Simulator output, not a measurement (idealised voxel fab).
process module | voxel tone inversion
cross-section cut | 220 nm wide | cells 5 nm
A cross-section is a grid of square cells, given in bands from the top down. A band is one or more rows of cells.
Each band's line starts with the height of the band's top and of its bottom, in nm. Then come its materials from left to right, each with its width in nm. One material with "throughout" fills the band from edge to edge. "air" is empty space.
Height 0 is the level under which the wafer as received is all one material. The lowest band goes on downwards, as in "0 down".
A width such as "30 to 40" changes by the same amount from each row of cells to the next, from the band's top row to its bottom row.
"no change" after a step means that no cell of the cross-section changed.
closed voids: empty space of 8 cells or more with no open way to the top, each as width x height at its distance from the left edge, in nm
after a step's settings: what the simulator itself notes on the step
overlay nm, on a step with a mask: how far to the right of its planned place the mask lay; to the left if negative
plan
1 op RECEIVE | material Si
2 op CONFORMAL_DEP | material SiN | thk nm 5
3 op DIRECTIONAL_DEP | material polySi | thk nm 15
4 op PATTERN | tone cover | mask id POSTS | material resist | width nm 20 | pitch nm 40 | thk nm 25 | overlay nm 0
5 op DIRECTIONAL_ETCH | etch materials polySi | depth nm 15
6 op STRIP | etch materials resist
7 op FILL_DEP | material lowk | thk nm 10
8 op CMP | height nm 20
9 op STRIP | etch materials polySi
first wafer, as planned
as received, after step 1
  0 down: Si throughout
  closed voids: none
after step 2
  5 to 0: SiN throughout
  below 0: unchanged
after step 3
  20 to 5: polySi throughout
  below 5: unchanged
after step 4
  45 to 20: air 60 | resist 20 | air 20 | resist 20 | air 20 | resist 20 | air 60
  below 20: unchanged
after step 5
  45 to 20: air 60 | resist 20 | air 20 | resist 20 | air 20 | resist 20 | air 60
  20 to 5: air 60 | polySi 20 | air 20 | polySi 20 | air 20 | polySi 20 | air 60
  below 5: unchanged
after step 6
  20 to 5: air 60 | polySi 20 | air 20 | polySi 20 | air 20 | polySi 20 | air 60
  below 5: unchanged
after step 7
  30 to 20: lowk throughout
  20 to 5: lowk 60 | polySi 20 | lowk 20 | polySi 20 | lowk 20 | polySi 20 | lowk 60
  below 5: unchanged
after step 8
  20 to 5: lowk 60 | polySi 20 | lowk 20 | polySi 20 | lowk 20 | polySi 20 | lowk 60
  below 5: unchanged
after step 9
  20 to 5: lowk 60 | air 20 | lowk 20 | air 20 | lowk 20 | air 20 | lowk 60
  below 5: unchanged
second wafer: like start, like plan, one mistake. Through step 1 it matches the first wafer
when step 2 should have ended
  15 to 0: polySi throughout
  below 0: unchanged
when step 3 should have ended
  20 to 15: SiN throughout
  below 15: unchanged
when step 4 should have ended
  45 to 20: air 60 | resist 20 | air 20 | resist 20 | air 20 | resist 20 | air 60
  below 20: unchanged
when step 5 should have ended: no change
when step 6 should have ended
  20 to 15: SiN throughout
  below 15: unchanged
when step 7 should have ended
  30 to 20: lowk throughout
  below 20: unchanged
when step 8 should have ended
  20 to 15: SiN throughout
  below 15: unchanged
when step 9 should have ended: no change
what went wrong: steps 2 and 3 were swapped
at the end the second wafer has, in cells: 96 fewer of lowk | 132 more of polySi
